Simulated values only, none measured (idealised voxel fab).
The process module presented herein is designated voxel ribs on slabs.
This is section cut - it's 175 nm across, gridded in 5 nm square cells.
Think of the cross-section as a grid of square cells. We describe it in bands, top to bottom, and each band covers one or more rows of those cells.
It is stipulated that each band's entry specify, in nanometres, the height of the top of the band and then that of its bottom, followed by the materials of the band in left-to-right sequence, each together with its width in nanometres. A single material marked by the word "everywhere" is understood to fill the band from edge to edge; the word "air" is understood to denote empty space.
Basically, 0 is our baseline, since under it the wafer straight out of the box is all one material. The bottom band has no lower end and keeps on going down, so it looks like "0 down".
Quick explanation for "30..40": the width changes in equal steps down the rows of cells, from the first number in the band's top row to the second number in its bottom row.
"stayed the same" (step): cross-section cells unchanged, all of them.
The list in "Fully enclosed voids" covers empty spaces of 8 cells or more that cannot reach the top through any open way, and it gives each as width x height at distance; the distance is from the left edge, and width, height and distance are in nm.
Text after the settings on a step's line: the simulator's own remark on that step.
Regarding "overlay nm": on a step with a mask, it is the distance the mask lay to the right of its planned place; a negative value places it to the left.

### Process steps - plan
1. RECEIVE: material Si
2. DIRECTIONAL_DEP: material SiO2, thk nm 25
3. DIRECTIONAL_DEP: material SiN, thk nm 15
4. MASKED_ETCH: tone cover, mask id RIB, width nm 30, etch materials SiN, depth nm 10, overlay nm 0
5. DIRECTIONAL_DEP: material aC, thk nm 10
6. PATTERN: tone cover, mask id SLAB, material resist, width nm 60, thk nm 30, overlay nm 0
7. DIRECTIONAL_ETCH: etch materials aC, depth nm 10
8. STRIP: etch materials resist
9. DIRECTIONAL_ETCH: etch materials SiN, depth nm 5
10. STRIP: etch materials aC
11. FILL_DEP: material SiO2, thk nm 20
12. CMP: height nm 55
13. DIRECTIONAL_DEP: material TiN, thk nm 10
14. MASKED_ETCH: tone cover, mask id HEATER, width nm 40, etch materials TiN, depth nm 10, overlay nm 0
15. CONFORMAL_DEP: material SiN, thk nm 10

### What follows covers the first of two wafers; it ran as planned

### Cross-section of the incoming wafer, state after step 1
0 down = Si everywhere
Fully enclosed voids: none

### Wafer section view after processing step 2
25 to 0 = SiO2 everywhere
Whatever lies below 0 is exactly as it was before.

### Wafer section view after processing step 3
40 to 25 = SiN everywhere
Whatever lies below 25 is exactly as it was before.

### Wafer section view after processing step 4
40 to 30 = air 70 nm  SiN 30 nm  air 75 nm
Whatever lies below 30 is exactly as it was before.

### Wafer section view after processing step 5
50 to 40 = air 70 nm  aC 30 nm  air 75 nm
40 to 30 = aC 70 nm  SiN 30 nm  aC 75 nm
Whatever lies below 30 is exactly as it was before.

### Wafer section view after processing step 6
80 to 50 = air 55 nm  resist 60 nm  air 60 nm
50 to 40 = air 55 nm  resist 15 nm  aC 30 nm  resist 15 nm  air 60 nm
Whatever lies below 40 is exactly as it was before.

### Wafer section view after processing step 7
70 to 50 = air 55 nm  resist 60 nm  air 60 nm
50 to 40 = air 55 nm  resist 15 nm  aC 30 nm  resist 15 nm  air 60 nm
40 to 30 = air 55 nm  aC 15 nm  SiN 30 nm  aC 15 nm  air 60 nm
Whatever lies below 30 is exactly as it was before.

### Wafer section view after processing step 8
50 to 40 = air 70 nm  aC 30 nm  air 75 nm
Whatever lies below 40 is exactly as it was before.

### Wafer section view after processing step 9
50 to 40 = air 70 nm  aC 30 nm  air 75 nm
40 to 30 = air 55 nm  aC 15 nm  SiN 30 nm  aC 15 nm  air 60 nm
30 to 25 = air 55 nm  SiN 60 nm  air 60 nm
Whatever lies below 25 is exactly as it was before.

### Wafer section view after processing step 10
40 to 30 = air 70 nm  SiN 30 nm  air 75 nm
Whatever lies below 30 is exactly as it was before.

### Wafer section view after processing step 11
60 to 40 = SiO2 everywhere
40 to 30 = SiO2 70 nm  SiN 30 nm  SiO2 75 nm
30 to 25 = SiO2 55 nm  SiN 60 nm  SiO2 60 nm
Whatever lies below 25 is exactly as it was before.

### Wafer section view after processing step 12
55 to 40 = SiO2 everywhere
Whatever lies below 40 is exactly as it was before.

### Wafer section view after processing step 13
65 to 55 = TiN everywhere
Whatever lies below 55 is exactly as it was before.

### Wafer section view after processing step 14
65 to 55 = air 65 nm  TiN 40 nm  air 70 nm
Whatever lies below 55 is exactly as it was before.

### Wafer section view after processing step 15
75 to 65 = air 55 nm  SiN 60 nm  air 60 nm
65 to 55 = SiN 65 nm  TiN 40 nm  SiN 70 nm
Whatever lies below 55 is exactly as it was before.

### Regarding the second of the two wafers: it shared the first wafer's starting condition and process plan, yet one error occurred during its execution. Its history coincides with that of the first wafer up to and including step 14

Cross-section: second wafer, time at which step 15 was scheduled to end: stayed the same
Heads up, the wafer didn't run the way we planned it: step 15 was dropped from the plan's execution and never run
Final wafer comparison in cells, second versus first, more or fewer per material: SiN -78
